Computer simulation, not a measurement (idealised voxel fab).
process module | voxel self aligned contacts
cross-section cut | 300 nm wide | cells 5 nm
A cross-section is a grid of square cells, given in bands from the top down. A band is one or more rows of cells.
Each band's line starts with the height of the band's top and of its bottom, in nm. Then come its materials from left to right, each with its width in nm. One material with "throughout" fills the band from edge to edge. "air" is empty space.
Height 0 is the level under which the wafer as received is all one material. The lowest band goes on downwards, as in "0 down".
A width such as "30 to 40" changes by the same amount from each row of cells to the next, from the band's top row to its bottom row.
"no change" after a step means that no cell of the cross-section changed.
closed voids: empty space of 8 cells or more with no open way to the top, each as width x height at its distance from the left edge, in nm
after a step's settings: what the simulator itself notes on the step
overlay nm, on a step with a mask: how far to the right of its planned place the mask lay; to the left if negative
plan
1 op RECEIVE | material Si
2 op OXIDIZE | depth nm 5
3 op DIRECTIONAL_DEP | material polySi | thk nm 30
4 op DIRECTIONAL_DEP | material SiN | thk nm 20
5 op DIRECTIONAL_DEP | material aC | thk nm 10
6 op PATTERN | tone cover | mask id GATE | material resist | width nm 25 | pitch nm 50 | thk nm 25 | overlay nm 0
7 op DIRECTIONAL_ETCH | etch materials aC | depth nm 10
8 op STRIP | etch materials resist
9 op DIRECTIONAL_ETCH | etch materials SiN | depth nm 20
10 op DIRECTIONAL_ETCH | etch materials polySi | depth nm 30
11 op STRIP | etch materials aC
12 op CONFORMAL_DEP | material SiN | thk nm 5
13 op DIRECTIONAL_ETCH | etch materials SiN | depth nm 5
14 op FILL_DEP | material SiO2 | thk nm 10
15 op CMP | height nm 55
16 op PATTERN | tone open | mask id CONTACT | material resist | width nm 35 | pitch nm 50 | thk nm 15 | overlay nm 0
17 op DIRECTIONAL_ETCH | etch materials SiO2 | depth nm 60
18 op STRIP | etch materials resist
19 op CONFORMAL_DEP | material TiN | thk nm 5
20 op FILL_DEP | material W | thk nm 5
21 op CMP | height nm 55
22 op CONFORMAL_DEP | material SiCN | thk nm 5
as received, after step 1
  0 down: Si throughout
  closed voids: none
a wafer at the end: this start, this plan, one mistake
  60 to 55: SiCN throughout
  55 to 50: SiO2 105 | TiN 35 | SiO2 15 | TiN 35 | SiO2 110
  50 to 30: SiN 90 | SiO2 15 | SiN 35 | SiO2 15 | SiN 35 | SiO2 15 | SiN 95
  30 to 0: polySi 85 | SiN 5 | SiO2 15 | SiN 5 | polySi 25 | SiN 5 | SiO2 15 | SiN 5 | polySi 25 | SiN 5 | SiO2 15 | SiN 5 | polySi 90
  0 to -5: SiO2 throughout
  -5 down: Si throughout
  closed voids: none
what went wrong: step 6 ran as: op PATTERN | tone open | mask id GATE | material resist | width nm 25 | pitch nm 50 | thk nm 25 | overlay nm 0
